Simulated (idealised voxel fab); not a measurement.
Process module name: voxel double patterning
275 nm wide, 5 nm square cells: that's cross-section cut.
Cross-sections here: square-cell grids, written as top-down lists of bands, a band being one or more rows of cells.
Read a band's entry like this: the first values are the height of its top and the height of its bottom in nm, and what follows is the sequence of materials from left to right, each with its width in nm. Note that "empty" is empty space, and that a single material marked "all across" reaches across the band from edge to edge.
Ref level 0: as-received wafer is one material below here. Bottom band extends down with no lower bound ("0 -> down").
You'd read "30..40" like this: the band's top row of cells is as wide as the first number, its bottom row is as wide as the second, and going down, every row changes width by the same amount as the row before did.
Any step labelled "nothing got changed" changed none of the cells in the cross-section.
Voids not open to the top, 8 cells minimum: see "Closed void register". Written width x height at distance; distance is from the left edge; nm.
Heads up: the bit after the settings on a step's line is the simulator's remark on that step.
overlay nm: right-of-plan distance of the mask on a masked step; negative values mean left-of-plan.
Steps planned for the process
| 1 | op RECEIVE | material Si |
| 2 | op CONFORMAL_DEP | material SiO2 | thk nm 10 |
| 3 | op DIRECTIONAL_DEP | material W | thk nm 15 |
| 4 | op DIRECTIONAL_DEP | material SiCN | thk nm 5 |
| 5 | op PATTERN | tone open | mask id FIRST | material resist | width nm 15 | pitch nm 50 | thk nm 15 | overlay nm 0 |
| 6 | op DIRECTIONAL_ETCH | etch materials SiCN | depth nm 5 |
| 7 | op STRIP | etch materials resist |
| 8 | op PATTERN | tone open | mask id SECOND | material resist | width nm 15 | pitch nm 50 | thk nm 15 | overlay nm 0 |
| 9 | op DIRECTIONAL_ETCH | etch materials SiCN | depth nm 5 |
| 10 | op STRIP | etch materials resist |
| 11 | op DIRECTIONAL_ETCH | etch materials W | depth nm 15 |
| 12 | op STRIP | etch materials SiCN |
Concerning the first of two wafers, which was run in accordance with the plan
Wafer at receipt (post step 1), cross-section
  0 -> down | Si all across
  Closed void register: none
The wafer in cross-section once step 2 is complete
  10 -> 0 | SiO2 all across
  Note: structure below 0 unchanged.
The wafer in cross-section once step 3 is complete
  25 -> 10 | W all across
  Note: structure below 10 unchanged.
The wafer in cross-section once step 4 is complete
  30 -> 25 | SiCN all across
  Note: structure below 25 unchanged.
The wafer in cross-section once step 5 is complete
  45 -> 30 | 80 of resist, 15 of empty, 35 of resist, 15 of empty, 35 of resist, 15 of empty, 80 of resist
  Note: structure below 30 unchanged.
The wafer in cross-section once step 6 is complete
  45 -> 30 | 80 of resist, 15 of empty, 35 of resist, 15 of empty, 35 of resist, 15 of empty, 80 of resist
  30 -> 25 | 80 of SiCN, 15 of empty, 35 of SiCN, 15 of empty, 35 of SiCN, 15 of empty, 80 of SiCN
  Note: structure below 25 unchanged.
The wafer in cross-section once step 7 is complete
  30 -> 25 | 80 of SiCN, 15 of empty, 35 of SiCN, 15 of empty, 35 of SiCN, 15 of empty, 80 of SiCN
  Note: structure below 25 unchanged.
The wafer in cross-section once step 8 is complete
  45 -> 30 | 105 of resist, 15 of empty, 35 of resist, 15 of empty, 105 of resist
  30 -> 25 | 80 of SiCN, 15 of resist, 35 of SiCN, 15 of resist, 35 of SiCN, 15 of resist, 80 of SiCN
  Note: structure below 25 unchanged.
The wafer in cross-section once step 9 is complete
  45 -> 30 | 105 of resist, 15 of empty, 35 of resist, 15 of empty, 105 of resist
  30 -> 25 | 80 of SiCN, 15 of resist, 10 of SiCN, 15 of empty, 10 of SiCN, 15 of resist, 10 of SiCN, 15 of empty, 10 of SiCN, 15 of resist, 80 of SiCN
  Note: structure below 25 unchanged.
The wafer in cross-section once step 10 is complete
  30 -> 25 | 80 of SiCN, 15 of empty, 10 of SiCN, 15 of empty, 10 of SiCN, 15 of empty, 10 of SiCN, 15 of empty, 10 of SiCN, 15 of empty, 80 of SiCN
  Note: structure below 25 unchanged.
The wafer in cross-section once step 11 is complete
  30 -> 25 | 80 of SiCN, 15 of empty, 10 of SiCN, 15 of empty, 10 of SiCN, 15 of empty, 10 of SiCN, 15 of empty, 10 of SiCN, 15 of empty, 80 of SiCN
  25 -> 10 | 80 of W, 15 of empty, 10 of W, 15 of empty, 10 of W, 15 of empty, 10 of W, 15 of empty, 10 of W, 15 of empty, 80 of W
  Note: structure below 10 unchanged.
The wafer in cross-section once step 12 is complete
  25 -> 10 | 80 of W, 15 of empty, 10 of W, 15 of empty, 10 of W, 15 of empty, 10 of W, 15 of empty, 10 of W, 15 of empty, 80 of W
  Note: structure below 10 unchanged.
Second of two: same start, same plan, one run error; steps up to and including 3 match the first
Cross-section: second wafer, time at which step 4 was scheduled to end
  30 -> 10 | W all across
  Note: structure below 10 unchanged.
Cross-section: second wafer, time at which step 5 was scheduled to end
  45 -> 30 | 80 of resist, 15 of empty, 35 of resist, 15 of empty, 35 of resist, 15 of empty, 80 of resist
  Note: structure below 30 unchanged.
Cross-section: second wafer, time at which step 6 was scheduled to end: nothing got changed
Cross-section: second wafer, time at which step 7 was scheduled to end
  30 -> 10 | W all across
  Note: structure below 10 unchanged.
Cross-section: second wafer, time at which step 8 was scheduled to end
  45 -> 30 | 105 of resist, 15 of empty, 35 of resist, 15 of empty, 105 of resist
  Note: structure below 30 unchanged.
Cross-section: second wafer, time at which step 9 was scheduled to end: nothing got changed
Cross-section: second wafer, time at which step 10 was scheduled to end
  30 -> 10 | W all across
  Note: structure below 10 unchanged.
Cross-section: second wafer, time at which step 11 was scheduled to end
  15 -> 10 | W all across
  Note: structure below 10 unchanged.
Cross-section: second wafer, time at which step 12 was scheduled to end: nothing got changed
Here's what went sideways: not per plan at step 4, really ran op DIRECTIONAL_DEP | material W | thk nm 5
Final difference in cells, second wafer against first, listed per material as more or fewer: W -65
